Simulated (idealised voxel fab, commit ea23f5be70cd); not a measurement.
The process module presented herein is designated voxel capacitor over wiring.
Shown is cross-section cut, with a width of 240 nm and square cells of size 5 nm.
Just so we're on the same page, the cross-sections are grids of square cells, and they're listed out in bands top to bottom, each band one or more rows deep.
Heads up on the band format: heights come first, top then bottom, in nm. After that it's the materials left to right, each with its width in nm. A single material flagged "full width" fills the whole band edge to edge, and "air" means there's empty space there.
Heights from 0 (as-received wafer is one material below). Bottom band endless downward, as "0..down".
Note: "30->40" means the width goes from the first number (top row of the band) to the second number (bottom row) in equal steps per row of cells.
Key: "remained the same" - step with no changed cell in the cross-section.
In the "Closed void entries" entry, you get each enclosed empty space of 8 cells or more, one with no open way to the top, written width x height at distance, distance from the left edge, in nm.
Whatever follows a step's settings on its line is a remark the simulator itself makes about that step.
overlay nm: how far to the right of its planned place the mask lay on this masked step (negative: to the left).
# Steps in the process plan
1: op RECEIVE | material Si
2: op CONFORMAL_DEP | material SiO2 | thk nm 15
3: op CONFORMAL_DEP | material SiCN | thk nm 5
4: op DIRECTIONAL_DEP | material SiO2 | thk nm 15
5: op PATTERN | tone open | mask id METAL_1 | material resist | width nm 25 | pitch nm 85 | thk nm 15 | overlay nm 0
6: op DIRECTIONAL_ETCH | etch materials SiO2 | depth nm 15
7: op DIRECTIONAL_ETCH | etch materials SiCN | depth nm 5
8: op STRIP | etch materials resist
9: op CONFORMAL_DEP | material TiN | thk nm 5
10: op FILL_DEP | material Ru | thk nm 10
11: op CMP | height nm 35
12: op CONFORMAL_DEP | material SiCN | thk nm 5
13: op DIRECTIONAL_DEP | material lowk | thk nm 10
14: op PATTERN | tone open | mask id PLUG_1 | material resist | width nm 15 | thk nm 20 | overlay nm 0
15: op DIRECTIONAL_ETCH | etch materials lowk | depth nm 10
16: op DIRECTIONAL_ETCH | etch materials SiCN | depth nm 5
17: op STRIP | etch materials resist
18: op EPI | material Ru | thk nm 10
19: op EPI | material Ru | thk nm 5
20: op DIRECTIONAL_DEP | material TiN | thk nm 5
21: op DIRECTIONAL_DEP | material Al2O3 | thk nm 5
22: op DIRECTIONAL_DEP | material TiN | thk nm 5
23: op DIRECTIONAL_DEP | material aC | thk nm 15
24: op PATTERN | tone cover | mask id UPPER_PLATE | material resist | width nm 65 | thk nm 30 | overlay nm 0
25: op DIRECTIONAL_ETCH | etch materials aC | depth nm 15
26: op STRIP | etch materials resist
27: op DIRECTIONAL_ETCH | etch materials TiN | depth nm 5
28: op DIRECTIONAL_ETCH | etch materials Al2O3 | depth nm 5
29: op STRIP | etch materials aC
30: op PATTERN | tone cover | mask id LOWER_PLATE | material resist | width nm 75 | thk nm 20 | overlay nm 0
31: op DIRECTIONAL_ETCH | etch materials TiN | depth nm 5
32: op STRIP | etch materials resist
33: op FILL_DEP | material SiO2 | thk nm 15
34: op CMP | height nm 75
35: op DIRECTIONAL_DEP | material aC | thk nm 15
36: op PATTERN | tone open | mask id PLUG_2 | material resist | width nm 15 | thk nm 35 | overlay nm 0
37: op DIRECTIONAL_ETCH | etch materials aC | depth nm 15
38: op STRIP | etch materials resist
39: op DIRECTIONAL_ETCH | etch materials SiO2 | depth nm 10
40: op STRIP | etch materials aC
41: op CONFORMAL_DEP | material TiN | thk nm 5
42: op FILL_DEP | material W | thk nm 5
43: op CMP | height nm 75
44: op CONFORMAL_DEP | material SiCN | thk nm 5
# Cross-section of the wafer at receipt, which is the condition after step 1
* 0..down  Si full width
* Closed void entries: none
# Below is the wafer in cross-section after the module was completed. It began from the starting point shown above and followed the plan shown above, except that one mistake was made while running it
* 80..75  SiCN full width
* 75..70  85 SiO2  5 TiN  5 W  5 TiN  140 SiO2
* 70..65  85 SiO2  15 TiN  140 SiO2
* 65..60  70 SiO2  5 TiN  65 SiO2  5 TiN  95 SiO2
* 60..55  75 Al2O3  65 SiO2  100 Al2O3
* 55..50  TiN full width
* 50..40  75 lowk  15 Ru  150 lowk
* 40..35  75 SiCN  15 Ru  150 SiCN
* 35..20  65 SiO2  5 TiN  15 Ru  5 TiN  60 SiO2  5 TiN  15 Ru  5 TiN  65 SiO2
* 20..15  65 SiCN  25 TiN  60 SiCN  25 TiN  65 SiCN
* 15..0  SiO2 full width
* 0..down  Si full width
* Closed void entries: none
So what did we get wrong on this run? rather than as planned, step 24 actually ran as op PATTERN | tone open | mask id UPPER_PLATE | material resist | width nm 65 | thk nm 30 | overlay nm 0
